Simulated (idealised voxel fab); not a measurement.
This is a process module. Its name is voxel wiring stack.
Displayed cross-section: cut, width of 280 nm, square cells sized 5 nm.
A cross-section is a grid of square cells, given in bands from the top down. A band is one or more rows of cells.
The entry gives the band's vertical extent as a top height and a bottom height in nm, then its horizontal make-up as materials from left to right, each with a width in nm. "empty" stands for empty space; a single material marked "edge to edge" fills the band edge to edge.
Beneath 0, the wafer as received is one material, and that level is where height counting begins. The lowest band goes on downward without a bottom; it is written like "0 nm and below".
When a width is written as two numbers, as in "30..40", the first number is the width in the top row of cells of the band and the second is the width in its bottom row, and the width changes by the same amount from each row to the next.
No cell of the cross-section changed in a step that is given as "same as before".
Empty spaces without an open route to the top, at least 8 cells in extent, make up the entry "Completely sealed voids"; each is given as width x height at distance, where the distance is measured from the left edge, and all are in nm.
after a step's settings: what the simulator itself notes on the step
You can add "overlay nm" to a step's line. For a step with a mask, it describes how far the mask lay to the right of its planned position, and a negative number describes a lay to the left.

List of planned process steps:
1. RECEIVE,material Si
2. CONFORMAL_DEP,material SiO2,thk nm 10
3. CONFORMAL_DEP,material SiN,thk nm 5
4. DIRECTIONAL_DEP,material lowk,thk nm 15
5. PATTERN,tone open,mask id METAL_1,material resist,width nm 20,pitch nm 35,thk nm 15,overlay nm 0
6. DIRECTIONAL_ETCH,etch materials lowk,depth nm 15
7. DIRECTIONAL_ETCH,etch materials SiN,depth nm 5
8. STRIP,etch materials resist
9. CONFORMAL_DEP,material TiN,thk nm 5
10. FILL_DEP,material Ru,thk nm 5
11. CMP,height nm 30
12. CONFORMAL_DEP,material SiCN,thk nm 5
13. DIRECTIONAL_DEP,material lowk,thk nm 30
14. PATTERN,tone open,mask id METAL_2_HOLES,material resist,width nm 15,pitch nm 35,thk nm 20,overlay nm 0
15. DIRECTIONAL_ETCH,etch materials lowk,depth nm 30
16. STRIP,etch materials resist
17. DIRECTIONAL_DEP,material aC,thk nm 10
18. PATTERN,tone open,mask id METAL_2,material resist,width nm 20,pitch nm 35,thk nm 30,overlay nm 0
19. DIRECTIONAL_ETCH,etch materials aC,depth nm 10
20. STRIP,etch materials resist
21. DIRECTIONAL_ETCH,etch materials lowk,depth nm 20
22. DIRECTIONAL_ETCH,etch materials SiCN,depth nm 5
23. STRIP,etch materials aC
24. CONFORMAL_DEP,material TiN,thk nm 5
25. FILL_DEP,material Cu,thk nm 10
26. CMP,height nm 65
27. CONFORMAL_DEP,material SiCN,thk nm 5
28. DIRECTIONAL_DEP,material SiO2,thk nm 15
29. MASKED_ETCH,tone open,mask id PLUG_2,width nm 15,pitch nm 35,etch materials SiO2,depth nm 15,overlay nm 0
30. MASKED_ETCH,tone open,mask id PLUG_2,width nm 15,pitch nm 35,etch materials SiCN,depth nm 5,overlay nm 0
31. CONFORMAL_DEP,material TiN,thk nm 5
32. FILL_DEP,material W,thk nm 5
33. CMP,height nm 85
34. CONFORMAL_DEP,material SiN,thk nm 5
35. DIRECTIONAL_DEP,material SiO2,thk nm 15
36. MASKED_ETCH,tone open,mask id METAL_3,width nm 20,pitch nm 35,etch materials SiO2,depth nm 15,overlay nm 0
37. MASKED_ETCH,tone open,mask id METAL_3,width nm 20,pitch nm 35,etch materials SiN,depth nm 5,overlay nm 0
38. CONFORMAL_DEP,material TiN,thk nm 5
39. FILL_DEP,material Ru,thk nm 10
40. CMP,height nm 105
41. CONFORMAL_DEP,material SiCN,thk nm 5
42. DIRECTIONAL_DEP,material lowk,thk nm 30
43. MASKED_ETCH,tone open,mask id METAL_4,width nm 20,pitch nm 35,etch materials lowk,depth nm 15,overlay nm 0
44. MASKED_ETCH,tone open,mask id METAL_4_HOLES,width nm 15,pitch nm 70,etch materials lowk,depth nm 15,overlay nm 0
45. MASKED_ETCH,tone open,mask id METAL_4_HOLES,width nm 15,pitch nm 70,etch materials SiCN,depth nm 5,overlay nm 0
46. CONFORMAL_DEP,material TiN,thk nm 5
47. FILL_DEP,material Ru,thk nm 5
48. CMP,height nm 140
49. CONFORMAL_DEP,material SiN,thk nm 5

Cross-section of the incoming wafer, state after step 1:
- 0 nm and below = Si edge to edge
- Completely sealed voids: none

Run as planned - first of the two wafers cross-sectioned at the end of the module:
- 145 nm to 140 nm = SiN edge to edge
- 140 nm to 130 nm = 95 lowk, then 5 TiN, then 10 Ru, then 5 TiN, then 15 lowk, then 5 TiN, then 10 Ru, then 5 TiN, then 15 lowk, then 5 TiN, then 10 Ru, then 5 TiN, then 95 lowk
- 130 nm to 125 nm = 95 lowk, then 5 TiN, then 5 Ru, then 10 TiN, then 15 lowk, then 20 TiN, then 15 lowk, then 5 TiN, then 5 Ru, then 10 TiN, then 95 lowk
- 125 nm to 110 nm = 95 lowk, then 5 TiN, then 5 Ru, then 5 TiN, then 55 lowk, then 5 TiN, then 5 Ru, then 5 TiN, then 100 lowk
- 110 nm to 105 nm = 95 SiCN, then 15 TiN, then 55 SiCN, then 15 TiN, then 100 SiCN
- 105 nm to 90 nm = 95 SiO2, then 5 TiN, then 10 Ru, then 5 TiN, then 15 SiO2, then 5 TiN, then 10 Ru, then 5 TiN, then 15 SiO2, then 5 TiN, then 10 Ru, then 5 TiN, then 95 SiO2
- 90 nm to 85 nm = 95 SiN, then 20 TiN, then 15 SiN, then 20 TiN, then 15 SiN, then 20 TiN, then 95 SiN
- 85 nm to 70 nm = 95 SiO2, then 5 TiN, then 5 W, then 5 TiN, then 20 SiO2, then 5 TiN, then 5 W, then 5 TiN, then 20 SiO2, then 5 TiN, then 5 W, then 5 TiN, then 100 SiO2
- 70 nm to 65 nm = 95 SiCN, then 15 TiN, then 20 SiCN, then 15 TiN, then 20 SiCN, then 15 TiN, then 100 SiCN
- 65 nm to 50 nm = 95 lowk, then 5 TiN, then 10 Cu, then 5 TiN, then 15 lowk, then 5 TiN, then 10 Cu, then 5 TiN, then 15 lowk, then 5 TiN, then 10 Cu, then 5 TiN, then 95 lowk
- 50 nm to 45 nm = 95 lowk, then 5 TiN, then 5 Cu, then 10 TiN, then 15 lowk, then 5 TiN, then 5 Cu, then 10 TiN, then 15 lowk, then 5 TiN, then 5 Cu, then 10 TiN, then 95 lowk
- 45 nm to 35 nm = 95 lowk, then 5 TiN, then 5 Cu, then 5 TiN, then 20 lowk, then 5 TiN, then 5 Cu, then 5 TiN, then 20 lowk, then 5 TiN, then 5 Cu, then 5 TiN, then 100 lowk
- 35 nm to 30 nm = 95 SiCN, then 15 TiN, then 20 SiCN, then 15 TiN, then 20 SiCN, then 15 TiN, then 100 SiCN
- 30 nm to 15 nm = 95 lowk, then 5 TiN, then 10 Ru, then 5 TiN, then 15 lowk, then 5 TiN, then 10 Ru, then 5 TiN, then 15 lowk, then 5 TiN, then 10 Ru, then 5 TiN, then 95 lowk
- 15 nm to 10 nm = 95 SiN, then 20 TiN, then 15 SiN, then 20 TiN, then 15 SiN, then 20 TiN, then 95 SiN
- 10 nm to 0 nm = SiO2 edge to edge
- 0 nm and below = Si edge to edge
- Completely sealed voids: none

End-of-module cross-section of the second wafer: identical starting point and process plan to the first, with one processing mistake:
- 145 nm to 140 nm = SiN edge to edge
- 140 nm to 135 nm = 95 lowk, then 5 TiN, then 10 Ru, then 5 TiN, then 15 lowk, then 5 TiN, then 10 Ru, then 5 TiN, then 15 lowk, then 5 TiN, then 10 Ru, then 5 TiN, then 95 lowk
- 135 nm to 130 nm = 95 lowk, then 5 TiN, then 5 Ru, then 10 TiN, then 15 lowk, then 20 TiN, then 15 lowk, then 5 TiN, then 5 Ru, then 10 TiN, then 95 lowk
- 130 nm to 115 nm = 95 lowk, then 5 TiN, then 5 Ru, then 5 TiN, then 55 lowk, then 5 TiN, then 5 Ru, then 5 TiN, then 100 lowk
- 115 nm to 110 nm = 95 SiCN, then 15 TiN, then 55 SiCN, then 15 TiN, then 100 SiCN
- 110 nm to 105 nm = 100 TiN, then 10 Ru, then 25 TiN, then 10 Ru, then 25 TiN, then 10 Ru, then 100 TiN
- 105 nm to 90 nm = 95 SiO2, then 5 TiN, then 10 Ru, then 5 TiN, then 15 SiO2, then 5 TiN, then 10 Ru, then 5 TiN, then 15 SiO2, then 5 TiN, then 10 Ru, then 5 TiN, then 95 SiO2
- 90 nm to 85 nm = 95 SiN, then 20 TiN, then 15 SiN, then 20 TiN, then 15 SiN, then 20 TiN, then 95 SiN
- 85 nm to 70 nm = 95 SiO2, then 5 TiN, then 5 W, then 5 TiN, then 20 SiO2, then 5 TiN, then 5 W, then 5 TiN, then 20 SiO2, then 5 TiN, then 5 W, then 5 TiN, then 100 SiO2
- 70 nm to 65 nm = 95 SiCN, then 15 TiN, then 20 SiCN, then 15 TiN, then 20 SiCN, then 15 TiN, then 100 SiCN
- 65 nm to 50 nm = 95 lowk, then 5 TiN, then 10 Cu, then 5 TiN, then 15 lowk, then 5 TiN, then 10 Cu, then 5 TiN, then 15 lowk, then 5 TiN, then 10 Cu, then 5 TiN, then 95 lowk
- 50 nm to 45 nm = 95 lowk, then 5 TiN, then 5 Cu, then 10 TiN, then 15 lowk, then 5 TiN, then 5 Cu, then 10 TiN, then 15 lowk, then 5 TiN, then 5 Cu, then 10 TiN, then 95 lowk
- 45 nm to 35 nm = 95 lowk, then 5 TiN, then 5 Cu, then 5 TiN, then 20 lowk, then 5 TiN, then 5 Cu, then 5 TiN, then 20 lowk, then 5 TiN, then 5 Cu, then 5 TiN, then 100 lowk
- 35 nm to 30 nm = 95 SiCN, then 15 TiN, then 20 SiCN, then 15 TiN, then 20 SiCN, then 15 TiN, then 100 SiCN
- 30 nm to 15 nm = 95 lowk, then 5 TiN, then 10 Ru, then 5 TiN, then 15 lowk, then 5 TiN, then 10 Ru, then 5 TiN, then 15 lowk, then 5 TiN, then 10 Ru, then 5 TiN, then 95 lowk
- 15 nm to 10 nm = 95 SiN, then 20 TiN, then 15 SiN, then 20 TiN, then 15 SiN, then 20 TiN, then 95 SiN
- 10 nm to 0 nm = SiO2 edge to edge
- 0 nm and below = Si edge to edge
- Completely sealed voids: none
What broke from the plan during processing? step 40 ran differently from the plan; actual operation with settings: CMP,height nm 110
The final cell counts differ between the wafers, with the second having more or fewer of some materials than the first: TiN: 44 more, lowk: 44 fewer
